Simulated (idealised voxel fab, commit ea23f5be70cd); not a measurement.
The following is a process module called voxel capacitor over wiring.
cross-section cut | 220 nm wide | cells 5 nm
We lay out every cross-section as a grid of square cells and spell it out in bands from the top down, where one band means one or more rows of cells. Each band's line starts with the height of the band's top and of its bottom, in nm. Then come its materials from left to right, each with its width in nm. One material with "edge to edge" fills the band from edge to edge. "empty" is empty space. For the purposes of this specification, 0 denotes the height below which the wafer in its as-received condition is composed wholly of one material, and the lowermost band, lacking a lower limit, extends downward without end, as expressed in "0 down". Width spec "30..40" -> top row of cells at first value, bottom row at second value, equal per-row change in between. When a step is marked "all unchanged", none of the cells in the cross-section changed during that step. "Closed void catalog": sealed empty spaces, 8 cells or more, no open way to top, listed width x height at distance, with distance from the left edge and width, height and distance in nm. On a step's line, text after the settings is the simulator commenting on that step. overlay nm: on a step with a mask, how far right of its planned place the mask lay; negative means left.

Process steps - plan:
1 RECEIVE | material Si
2 CONFORMAL_DEP | material SiO2 | thk nm 10
3 CONFORMAL_DEP | material SiCN | thk nm 5
4 DIRECTIONAL_DEP | material lowk | thk nm 15
5 PATTERN | tone open | mask id METAL_1 | material resist | width nm 30 | pitch nm 85 | thk nm 15 | overlay nm 0
6 DIRECTIONAL_ETCH | etch materials lowk | depth nm 15
7 DIRECTIONAL_ETCH | etch materials SiCN | depth nm 5
8 STRIP | etch materials resist
9 CONFORMAL_DEP | material TiN | thk nm 5
10 FILL_DEP | material W | thk nm 10
11 CMP | height nm 30
12 CONFORMAL_DEP | material SiCN | thk nm 5
13 DIRECTIONAL_DEP | material lowk | thk nm 10
14 DIRECTIONAL_DEP | material aC | thk nm 15
15 PATTERN | tone open | mask id PLUG_1 | material resist | width nm 15 | thk nm 30 | overlay nm 0
16 DIRECTIONAL_ETCH | etch materials aC | depth nm 15
17 STRIP | etch materials resist
18 DIRECTIONAL_ETCH | etch materials lowk | depth nm 10
19 DIRECTIONAL_ETCH | etch materials SiCN | depth nm 5
20 STRIP | etch materials aC
21 EPI | material Ru | thk nm 10
22 EPI | material Ru | thk nm 5
23 DIRECTIONAL_DEP | material TiN | thk nm 5
24 DIRECTIONAL_DEP | material Al2O3 | thk nm 5
25 DIRECTIONAL_DEP | material TiN | thk nm 5
26 PATTERN | tone cover | mask id UPPER_PLATE | material resist | width nm 60 | thk nm 20 | overlay nm 0
27 DIRECTIONAL_ETCH | etch materials TiN | depth nm 5
28 DIRECTIONAL_ETCH | etch materials Al2O3 | depth nm 5
29 STRIP | etch materials resist
30 DIRECTIONAL_DEP | material aC | thk nm 15
31 PATTERN | tone cover | mask id LOWER_PLATE | material resist | width nm 70 | thk nm 30 | overlay nm 0
32 DIRECTIONAL_ETCH | etch materials aC | depth nm 15
33 STRIP | etch materials resist
34 DIRECTIONAL_ETCH | etch materials TiN | depth nm 5
35 STRIP | etch materials aC
36 FILL_DEP | material SiO2 | thk nm 20
37 CMP | height nm 75
38 PATTERN | tone open | mask id PLUG_2 | material resist | width nm 15 | thk nm 15 | overlay nm -15
39 DIRECTIONAL_ETCH | etch materials SiO2 | depth nm 15
40 STRIP | etch materials resist
41 CONFORMAL_DEP | material TiN | thk nm 5
42 FILL_DEP | material Cu | thk nm 10
43 CMP | height nm 75
44 CONFORMAL_DEP | material SiN | thk nm 5
For this document, wafers share an identical start and vary in the step 38 overlay nm; the plan quotes the first wafer's value.

Received wafers, first of several: cross-section after step 1:
- 0 down  Si edge to edge
- Closed void catalog: none

Note: the following table is arranged by wafer, a row apiece. Each row reports the end-of-module state: per material, cells gained (+) or cells lost (-) compared with the wafer as received; closed voids follow:
overlay nm -15, +12 Al2O3, +2 Cu, +9 Ru, +73 SiCN, +44 SiN, +305 SiO2, +57 TiN, +24 W, +178 lowk, Closed void catalog: none
overlay nm -10, +12 Al2O3, +2 Cu, +9 Ru, +73 SiCN, +44 SiN, +305 SiO2, +57 TiN, +24 W, +178 lowk, Closed void catalog: none
overlay nm -5, +12 Al2O3, +2 Cu, +9 Ru, +73 SiCN, +44 SiN, +305 SiO2, +57 TiN, +24 W, +178 lowk, Closed void catalog: none
overlay nm 0, +12 Al2O3, +2 Cu, +9 Ru, +73 SiCN, +44 SiN, +305 SiO2, +57 TiN, +24 W, +178 lowk, Closed void catalog: none
overlay nm 5, +12 Al2O3, +2 Cu, +9 Ru, +73 SiCN, +44 SiN, +305 SiO2, +57 TiN, +24 W, +178 lowk, Closed void catalog: none
overlay nm 10, +12 Al2O3, +2 Cu, +9 Ru, +73 SiCN, +44 SiN, +305 SiO2, +57 TiN, +24 W, +178 lowk, Closed void catalog: none
overlay nm 15, +12 Al2O3, +2 Cu, +9 Ru, +73 SiCN, +44 SiN, +305 SiO2, +57 TiN, +24 W, +178 lowk, Closed void catalog: none
